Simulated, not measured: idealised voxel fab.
Module name: voxel released beams (process module)
Section shown: cut. Width: 215 nm. Cell size: 5 nm, square.
If you're reading a cross-section in this doc, picture square cells in a grid; it comes to you as bands, top ones listed first down to the bottom, and a band can be one or more rows of cells.
This entry defines a band. It first specifies the height of the band's top and the height of its bottom in nm, and then specifies the band's materials from left to right, stating each material with its width in nm. The word "all across" identifies a single material that fills the band from edge to edge, while the word "empty" identifies empty space.
Beneath 0, the wafer as received is one material, and that level is where height counting begins. The lowest band goes on downward without a bottom; it is written like "0 nm and below".
A width such as "30 to 40" changes by the same amount from each row of cells to the next, from the band's top row to its bottom row.
"all unchanged" (step): cross-section cells unchanged, all of them.
In the "Enclosed voids" entry, you get each enclosed empty space of 8 cells or more, one with no open way to the top, written width x height at distance, distance from the left edge, in nm.
Read whatever lies past the settings on a step's line as the simulator's own remark about the step.
The optional step-line setting "overlay nm" applies to steps with a mask and quantifies how far to the right of its planned location the mask lay, a negative value indicating leftward placement.
**Planned step list for the process**
1) RECEIVE (material Si)
2) CONFORMAL_DEP (material SiN; thk nm 5)
3) DIRECTIONAL_DEP (material SiO2; thk nm 15)
4) DIRECTIONAL_DEP (material aC; thk nm 15)
5) PATTERN (tone open; mask id ANCHOR; material resist; width nm 30; thk nm 35; overlay nm 0)
6) DIRECTIONAL_ETCH (etch materials aC; depth nm 15)
7) STRIP (etch materials resist)
8) DIRECTIONAL_ETCH (etch materials SiO2; depth nm 15)
9) STRIP (etch materials aC)
10) CONFORMAL_DEP (material TiN; thk nm 10)
11) DIRECTIONAL_DEP (material aC; thk nm 10)
12) PATTERN (tone cover; mask id BEAM; material resist; width nm 105; thk nm 30; overlay nm 0)
13) DIRECTIONAL_ETCH (etch materials aC; depth nm 10)
14) STRIP (etch materials resist)
15) DIRECTIONAL_ETCH (etch materials TiN; depth nm 10)
16) STRIP (etch materials aC)
17) STRIP (etch materials SiO2)
**The first of the two wafers, which ran as planned**
**Here's what the wafer looked like in cross-section when it arrived - that's after step 1**
  0 nm and below: Si all across
  Enclosed voids: none
**Take a look at the wafer's cross-section after step 2**
  5 nm to 0 nm: SiN all across
  Everything below 0 is unchanged.
**Take a look at the wafer's cross-section after step 3**
  20 nm to 5 nm: SiO2 all across
  Everything below 5 is unchanged.
**Take a look at the wafer's cross-section after step 4**
  35 nm to 20 nm: aC all across
  Everything below 20 is unchanged.
**Take a look at the wafer's cross-section after step 5**
  70 nm to 35 nm: resist (55), then empty (30), then resist (130)
  Everything below 35 is unchanged.
**Take a look at the wafer's cross-section after step 6**
  55 nm to 35 nm: resist (55), then empty (30), then resist (130)
  35 nm to 20 nm: aC (55), then empty (30), then aC (130)
  Everything below 20 is unchanged.
**Take a look at the wafer's cross-section after step 7**
  35 nm to 20 nm: aC (55), then empty (30), then aC (130)
  Everything below 20 is unchanged.
**Take a look at the wafer's cross-section after step 8**
  35 nm to 20 nm: aC (55), then empty (30), then aC (130)
  20 nm to 5 nm: SiO2 (55), then empty (30), then SiO2 (130)
  Everything below 5 is unchanged.
**Take a look at the wafer's cross-section after step 9**
  20 nm to 5 nm: SiO2 (55), then empty (30), then SiO2 (130)
  Everything below 5 is unchanged.
**Take a look at the wafer's cross-section after step 10**
  30 nm to 20 nm: TiN (65), then empty (10), then TiN (140)
  20 nm to 15 nm: SiO2 (55), then TiN (10), then empty (10), then TiN (10), then SiO2 (130)
  15 nm to 5 nm: SiO2 (55), then TiN (30), then SiO2 (130)
  Everything below 5 is unchanged.
**Take a look at the wafer's cross-section after step 11**
  40 nm to 30 nm: aC (65), then empty (10), then aC (140)
  30 nm to 25 nm: TiN (65), then empty (10), then TiN (140)
  25 nm to 20 nm: TiN (65), then aC (10), then TiN (140)
  20 nm to 15 nm: SiO2 (55), then TiN (10), then aC (10), then TiN (10), then SiO2 (130)
  Everything below 15 is unchanged.
**Take a look at the wafer's cross-section after step 12**
  70 nm to 40 nm: empty (50), then resist (105), then empty (60)
  40 nm to 30 nm: aC (65), then resist (10), then aC (140)
  30 nm to 25 nm: TiN (65), then resist (10), then TiN (140)
  Everything below 25 is unchanged.
**Take a look at the wafer's cross-section after step 13**
  60 nm to 40 nm: empty (50), then resist (105), then empty (60)
  40 nm to 30 nm: empty (50), then aC (15), then resist (10), then aC (80), then empty (60)
  Everything below 30 is unchanged.
**Take a look at the wafer's cross-section after step 14**
  40 nm to 30 nm: empty (50), then aC (15), then empty (10), then aC (80), then empty (60)
  30 nm to 25 nm: TiN (65), then empty (10), then TiN (140)
  Everything below 25 is unchanged.
**Take a look at the wafer's cross-section after step 15**
  40 nm to 30 nm: empty (50), then aC (15), then empty (10), then aC (80), then empty (60)
  30 nm to 25 nm: empty (50), then TiN (15), then empty (10), then TiN (80), then empty (60)
  25 nm to 20 nm: empty (50), then TiN (15), then aC (10), then TiN (80), then empty (60)
  Everything below 20 is unchanged.
**Take a look at the wafer's cross-section after step 16**
  30 nm to 20 nm: empty (50), then TiN (15), then empty (10), then TiN (80), then empty (60)
  20 nm to 15 nm: SiO2 (55), then TiN (10), then empty (10), then TiN (10), then SiO2 (130)
  Everything below 15 is unchanged.
**Take a look at the wafer's cross-section after step 17**
  30 nm to 20 nm: empty (50), then TiN (15), then empty (10), then TiN (80), then empty (60)
  20 nm to 15 nm: empty (55), then TiN (10), then empty (10), then TiN (10), then empty (130)
  15 nm to 5 nm: empty (55), then TiN (30), then empty (130)
  Everything below 5 is unchanged.
**The Second Wafer: Common Origin and Plan, One Mistake in Execution, Identical to the First Through Step 11**
**Cross-section: second wafer, time at which step 12 was scheduled to end**
  70 nm to 40 nm: empty (60), then resist (105), then empty (50)
  40 nm to 30 nm: aC (65), then resist (10), then aC (140)
  30 nm to 25 nm: TiN (65), then resist (10), then TiN (140)
  Everything below 25 is unchanged.
**Cross-section: second wafer, time at which step 13 was scheduled to end**
  60 nm to 40 nm: empty (60), then resist (105), then empty (50)
  40 nm to 30 nm: empty (60), then aC (5), then resist (10), then aC (90), then empty (50)
  Everything below 30 is unchanged.
**Cross-section: second wafer, time at which step 14 was scheduled to end**
  40 nm to 30 nm: empty (60), then aC (5), then empty (10), then aC (90), then empty (50)
  30 nm to 25 nm: TiN (65), then empty (10), then TiN (140)
  Everything below 25 is unchanged.
**Cross-section: second wafer, time at which step 15 was scheduled to end**
  40 nm to 30 nm: empty (60), then aC (5), then empty (10), then aC (90), then empty (50)
  30 nm to 25 nm: empty (60), then TiN (5), then empty (10), then TiN (90), then empty (50)
  25 nm to 20 nm: empty (60), then TiN (5), then aC (10), then TiN (90), then empty (50)
  Everything below 20 is unchanged.
**Cross-section: second wafer, time at which step 16 was scheduled to end**
  30 nm to 20 nm: empty (60), then TiN (5), then empty (10), then TiN (90), then empty (50)
  20 nm to 15 nm: SiO2 (55), then TiN (10), then empty (10), then TiN (10), then SiO2 (130)
  Everything below 15 is unchanged.
**Cross-section: second wafer, time at which step 17 was scheduled to end**
  30 nm to 20 nm: empty (60), then TiN (5), then empty (10), then TiN (90), then empty (50)
  20 nm to 15 nm: empty (55), then TiN (10), then empty (10), then TiN (10), then empty (130)
  15 nm to 5 nm: empty (55), then TiN (30), then empty (130)
  Everything below 5 is unchanged.
Run error: step 12 went in with a setting other than planned; the actual run was PATTERN (tone cover; mask id BEAM; material resist; width nm 105; thk nm 30; overlay nm 10)
By the end, you'd get the same cell count for each material on either wafer, but the second wafer puts them somewhere else.
